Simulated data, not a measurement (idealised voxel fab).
A process module follows: voxel self aligned vias.
FYI the section here is cut, 200 nm wide, cells are 5 nm squares.
Notation: cross-section as square-cell grid; stated in bands, top first, going down; one or more cell rows per band.
Band entry format. Leading values: height of top, height of bottom, nm. Remainder: materials in left-to-right order, each with its width in nm. Special words: "edge to edge" on a single material, which then fills the band edge to edge; "air", empty space.
Convention: height 0 is the level below which the wafer, as received, is all one material. The lowest band does not terminate at the bottom but continues downward, represented as "top 0, no bottom".
Quick explanation for "30 to 40": the width changes in equal steps down the rows of cells, from the first number in the band's top row to the second number in its bottom row.
Where the words "nothing altered" appear for a step, the cross-section shows no cell changed by that step; every cell remained as before.
Basically, "Closed void table" tells you about the enclosed voids: empty spaces with no open way to the top, 8 cells or bigger, each written width x height at distance, where distance is from the left edge, all in nm.
On each step's line, the part that comes after the settings is the simulator's own comment on the step.
The "overlay nm" setting may appear on a step's line; for a step that uses a mask, it gives how far to the right of its planned position the mask lay, and a negative value indicates the left.

Listed below are the process steps as planned:
1 RECEIVE with material Si
2 CONFORMAL_DEP with material SiO2, thk nm 15
3 CONFORMAL_DEP with material SiCN, thk nm 5
4 DIRECTIONAL_DEP with material lowk, thk nm 20
5 PATTERN with tone open, mask id LINES, material resist, width nm 20, pitch nm 45, thk nm 20, overlay nm 0
6 DIRECTIONAL_ETCH with etch materials lowk, depth nm 20
7 STRIP with etch materials resist
8 CONFORMAL_DEP with material TiN, thk nm 5
9 FILL_DEP with material Ru, thk nm 10
10 CMP with height nm 40
11 SELECTIVE_ETCH with etch materials W Ru TiN, depth nm 10
12 FILL_DEP with material SiN, thk nm 10
13 CMP with height nm 40
14 DIRECTIONAL_DEP with material lowk, thk nm 15
15 MASKED_ETCH with tone open, mask id VIAS, width nm 30, pitch nm 90, etch materials lowk, depth nm 15, overlay nm 0
16 MASKED_ETCH with tone open, mask id VIAS, width nm 30, pitch nm 90, etch materials SiN, depth nm 10, overlay nm 0
17 CONFORMAL_DEP with material TiN, thk nm 5
18 FILL_DEP with material Ru, thk nm 5
19 CMP with height nm 55
20 CONFORMAL_DEP with material SiN, thk nm 5

Wafer at receipt (post step 1), cross-section:
> top 0, no bottom = Si edge to edge
> Closed void table: none

First of two wafers, end-of-module section, run followed plan:
> top 60, bottom 55 = SiN edge to edge
> top 55, bottom 45 = 40 of lowk, then 5 of TiN, then 20 of Ru, then 5 of TiN, then 60 of lowk, then 5 of TiN, then 20 of Ru, then 5 of TiN, then 40 of lowk
> top 45, bottom 40 = 40 of lowk, then 10 of TiN, then 10 of Ru, then 10 of TiN, then 60 of lowk, then 10 of TiN, then 10 of Ru, then 10 of TiN, then 40 of lowk
> top 40, bottom 35 = 45 of lowk, then 5 of TiN, then 10 of Ru, then 5 of TiN, then 25 of lowk, then 20 of SiN, then 25 of lowk, then 5 of TiN, then 10 of Ru, then 5 of TiN, then 45 of lowk
> top 35, bottom 30 = 45 of lowk, then 20 of TiN, then 25 of lowk, then 20 of SiN, then 25 of lowk, then 20 of TiN, then 45 of lowk
> top 30, bottom 25 = 45 of lowk, then 5 of TiN, then 10 of Ru, then 5 of TiN, then 25 of lowk, then 5 of TiN, then 10 of Ru, then 5 of TiN, then 25 of lowk, then 5 of TiN, then 10 of Ru, then 5 of TiN, then 45 of lowk
> top 25, bottom 20 = 45 of lowk, then 20 of TiN, then 25 of lowk, then 20 of TiN, then 25 of lowk, then 20 of TiN, then 45 of lowk
> top 20, bottom 15 = SiCN edge to edge
> top 15, bottom 0 = SiO2 edge to edge
> top 0, no bottom = Si edge to edge
> Closed void table: none

What the second wafer looks like in cross-section once the module is done. Its start and its plan matched the first wafer's exactly; what differed was one mistake in how it was run:
> top 60, bottom 55 = SiN edge to edge
> top 55, bottom 40 = 40 of lowk, then 5 of TiN, then 20 of Ru, then 5 of TiN, then 60 of lowk, then 5 of TiN, then 20 of Ru, then 5 of TiN, then 40 of lowk
> top 40, bottom 35 = 40 of lowk, then 5 of TiN, then 20 of Ru, then 5 of TiN, then 20 of lowk, then 20 of SiN, then 20 of lowk, then 5 of TiN, then 20 of Ru, then 5 of TiN, then 40 of lowk
> top 35, bottom 30 = 40 of lowk, then 30 of TiN, then 20 of lowk, then 20 of SiN, then 20 of lowk, then 30 of TiN, then 40 of lowk
> top 30, bottom 25 = 45 of lowk, then 5 of TiN, then 10 of Ru, then 5 of TiN, then 25 of lowk, then 5 of TiN, then 10 of Ru, then 5 of TiN, then 25 of lowk, then 5 of TiN, then 10 of Ru, then 5 of TiN, then 45 of lowk
> top 25, bottom 20 = 45 of lowk, then 20 of TiN, then 25 of lowk, then 20 of TiN, then 25 of lowk, then 20 of TiN, then 45 of lowk
> top 20, bottom 15 = SiCN edge to edge
> top 15, bottom 0 = SiO2 edge to edge
> top 0, no bottom = Si edge to edge
> Closed void table: none
Short version of what went wrong: step 15 was run on a setting that differed from the plan, and what really ran there is MASKED_ETCH with tone open, mask id VIAS, width nm 30, pitch nm 90, etch materials lowk, depth nm 25, overlay nm 0
Upon completion, the second wafer contains, in terms of cells, a greater or smaller amount of certain materials than the first wafer: +8 Ru; -8 lowk
